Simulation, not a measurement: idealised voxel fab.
process module | voxel quadruple lines
cross-section cut | 230 nm wide | cells 5 nm
A cross-section is a grid of square cells, given in bands from the top down. A band is one or more rows of cells.
Each band's line starts with the height of the band's top and of its bottom, in nm. Then come its materials from left to right, each with its width in nm. One material with "throughout" fills the band from edge to edge. "air" is empty space.
Height 0 is the level under which the wafer as received is all one material. The lowest band goes on downwards, as in "0 down".
A width such as "30 to 40" changes by the same amount from each row of cells to the next, from the band's top row to its bottom row.
"no change" after a step means that no cell of the cross-section changed.
closed voids: empty space of 8 cells or more with no open way to the top, each as width x height at its distance from the left edge, in nm
after a step's settings: what the simulator itself notes on the step
overlay nm, on a step with a mask: how far to the right of its planned place the mask lay; to the left if negative
plan
1 op RECEIVE | material Si
2 op CONFORMAL_DEP | material Al2O3 | thk nm 5
3 op DIRECTIONAL_DEP | material W | thk nm 10
4 op DIRECTIONAL_DEP | material polySi | thk nm 15
5 op DIRECTIONAL_DEP | material aC | thk nm 25
6 op PATTERN | tone cover | mask id MANDREL | material resist | width nm 25 | pitch nm 80 | thk nm 35 | overlay nm 0
7 op DIRECTIONAL_ETCH | etch materials aC | depth nm 25
8 op STRIP | etch materials resist
9 op CONFORMAL_DEP | material SiO2 | thk nm 15
10 op DIRECTIONAL_ETCH | etch materials SiO2 | depth nm 15
11 op STRIP | etch materials aC
12 op DIRECTIONAL_ETCH | etch materials polySi | depth nm 15
13 op STRIP | etch materials SiO2
14 op CONFORMAL_DEP | material SiN | thk nm 5
15 op DIRECTIONAL_ETCH | etch materials SiN | depth nm 5
16 op STRIP | etch materials polySi
17 op DIRECTIONAL_ETCH | etch materials W | depth nm 10
18 op STRIP | etch materials SiN
19 op FILL_DEP | material lowk | thk nm 5
20 op CMP | height nm 15
as received, after step 1
  0 down: Si throughout
  closed voids: none
a wafer at the end: this start, this plan, one mistake
  15 to 10: lowk throughout
  10 to 0: lowk 40 | W 5 | lowk 15 | W 5 | lowk 15 | W 5 | lowk 15 | W 5 | lowk 15 | W 5 | lowk 15 | W 5 | lowk 15 | W 5 | lowk 15 | W 5 | lowk 45
  0 down: Si throughout
  closed voids: none
what went wrong: step 2 was left out
